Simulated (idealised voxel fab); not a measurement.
Process module under the name voxel self aligned vias
This is section cut - it's 245 nm across, gridded in 5 nm square cells.
Cross-section = grid of square cells, listed top down in bands; band = one or more rows. It is stipulated that each band's entry specify, in nanometres, the height of the top of the band and then that of its bottom, followed by the materials of the band in left-to-right sequence, each together with its width in nanometres. A single material marked by the word "everywhere" is understood to fill the band from edge to edge; the word "blank" is understood to denote empty space. Height 0 is the level under which the wafer as received is all one material. The lowest band goes on downwards, as in "from 0 down". Quick explanation for "30..40": the width changes in equal steps down the rows of cells, from the first number in the band's top row to the second number in its bottom row. "nothing altered" for a step: no cell of the cross-section changed in that step. Closed empty spaces (no open way to the top) of 8 cells or more are what "Closed voids list" lists, each as width x height at distance from the left edge, nm for all three. Post-settings text on a step line: simulator's own remark regarding the step. Regarding "overlay nm": on a step with a mask, it is the distance the mask lay to the right of its planned place; a negative value places it to the left.
# These are the steps we planned for the process
step 1: RECEIVE [material Si]
step 2: CONFORMAL_DEP [material SiO2] [thk nm 15]
step 3: CONFORMAL_DEP [material SiCN] [thk nm 5]
step 4: DIRECTIONAL_DEP [material SiO2] [thk nm 25]
step 5: MASKED_ETCH [tone open] [mask id LINES] [width nm 25] [pitch nm 65] [etch materials SiO2] [depth nm 25] [overlay nm 0]
step 6: CONFORMAL_DEP [material TiN] [thk nm 5]
step 7: FILL_DEP [material Ru] [thk nm 5]
step 8: CMP [height nm 45]
step 9: SELECTIVE_ETCH [etch materials W Ru TiN] [depth nm 5]
step 10: FILL_DEP [material SiN] [thk nm 5]
step 11: CMP [height nm 45]
step 12: DIRECTIONAL_DEP [material SiO2] [thk nm 15]
step 13: DIRECTIONAL_DEP [material aC] [thk nm 10]
step 14: PATTERN [tone open] [mask id VIAS] [material resist] [width nm 35] [pitch nm 130] [thk nm 25] [overlay nm 0]
step 15: DIRECTIONAL_ETCH [etch materials aC] [depth nm 10]
step 16: STRIP [etch materials resist]
step 17: DIRECTIONAL_ETCH [etch materials SiO2] [depth nm 15]
step 18: DIRECTIONAL_ETCH [etch materials SiN] [depth nm 5]
step 19: STRIP [etch materials aC]
step 20: CONFORMAL_DEP [material TiN] [thk nm 5]
step 21: FILL_DEP [material Ru] [thk nm 10]
step 22: CMP [height nm 60]
step 23: CONFORMAL_DEP [material SiN] [thk nm 5]
Variable across wafers: step 14 width nm (plan value is that of the first wafer; starting state common to all).
# After step 1, as received: first of several wafers, cross-section
	from 0 down = Si everywhere
	Closed voids list: none
# Module finished, last step 23 done: cross-section of the first of several wafers
	from 65 to 60 = SiN everywhere
	from 60 to 50 = 40 nm SiO2 | 5 nm TiN | 25 nm Ru | 5 nm TiN | 95 nm SiO2 | 5 nm TiN | 25 nm Ru | 5 nm TiN | 40 nm SiO2
	from 50 to 45 = 40 nm SiO2 | 10 nm TiN | 15 nm Ru | 10 nm TiN | 95 nm SiO2 | 10 nm TiN | 15 nm Ru | 10 nm TiN | 40 nm SiO2
	from 45 to 40 = 45 nm SiO2 | 25 nm TiN | 40 nm SiO2 | 25 nm SiN | 40 nm SiO2 | 25 nm TiN | 45 nm SiO2
	from 40 to 25 = 45 nm SiO2 | 5 nm TiN | 15 nm Ru | 5 nm TiN | 40 nm SiO2 | 5 nm TiN | 15 nm Ru | 5 nm TiN | 40 nm SiO2 | 5 nm TiN | 15 nm Ru | 5 nm TiN | 45 nm SiO2
	from 25 to 20 = 45 nm SiO2 | 25 nm TiN | 40 nm SiO2 | 25 nm TiN | 40 nm SiO2 | 25 nm TiN | 45 nm SiO2
	from 20 to 15 = SiCN everywhere
	from 15 to 0 = SiO2 everywhere
	from 0 down = Si everywhere
	Closed voids list: none
# last wafer at the end
	from 65 to 60 = SiN everywhere
	from 60 to 50 = 30 nm SiO2 | 5 nm TiN | 50 nm Ru | 5 nm TiN | 70 nm SiO2 | 5 nm TiN | 50 nm Ru | 5 nm TiN | 25 nm SiO2
	from 50 to 45 = 30 nm SiO2 | 20 nm TiN | 15 nm Ru | 25 nm TiN | 70 nm SiO2 | 20 nm TiN | 15 nm Ru | 25 nm TiN | 25 nm SiO2
	from 45 to 40 = 45 nm SiO2 | 25 nm TiN | 40 nm SiO2 | 25 nm SiN | 40 nm SiO2 | 25 nm TiN | 45 nm SiO2
	from 40 to 25 = 45 nm SiO2 | 5 nm TiN | 15 nm Ru | 5 nm TiN | 40 nm SiO2 | 5 nm TiN | 15 nm Ru | 5 nm TiN | 40 nm SiO2 | 5 nm TiN | 15 nm Ru | 5 nm TiN | 45 nm SiO2
	from 25 to 20 = 45 nm SiO2 | 25 nm TiN | 40 nm SiO2 | 25 nm TiN | 40 nm SiO2 | 25 nm TiN | 45 nm SiO2
	from 20 to 15 = SiCN everywhere
	from 15 to 0 = SiO2 everywhere
	from 0 down = Si everywhere
	Closed voids list: none
# Quick key for the table: a row per wafer, taken at the end of the module. For each material it tells you how many cells the wafer gained (+) or lost (-) since it came in, and the closed voids come after
width nm 35 | +53 Ru | +49 SiCN | +54 SiN | +422 SiO2 | +59 TiN | Closed voids list: none
width nm 40 | +57 Ru | +49 SiCN | +54 SiN | +416 SiO2 | +61 TiN | Closed voids list: none
width nm 45 | +61 Ru | +49 SiCN | +54 SiN | +410 SiO2 | +63 TiN | Closed voids list: none
width nm 50 | +65 Ru | +49 SiCN | +54 SiN | +404 SiO2 | +65 TiN | Closed voids list: none
width nm 55 | +69 Ru | +49 SiCN | +54 SiN | +398 SiO2 | +67 TiN | Closed voids list: none
width nm 60 | +73 Ru | +49 SiCN | +54 SiN | +392 SiO2 | +69 TiN | Closed voids list: none
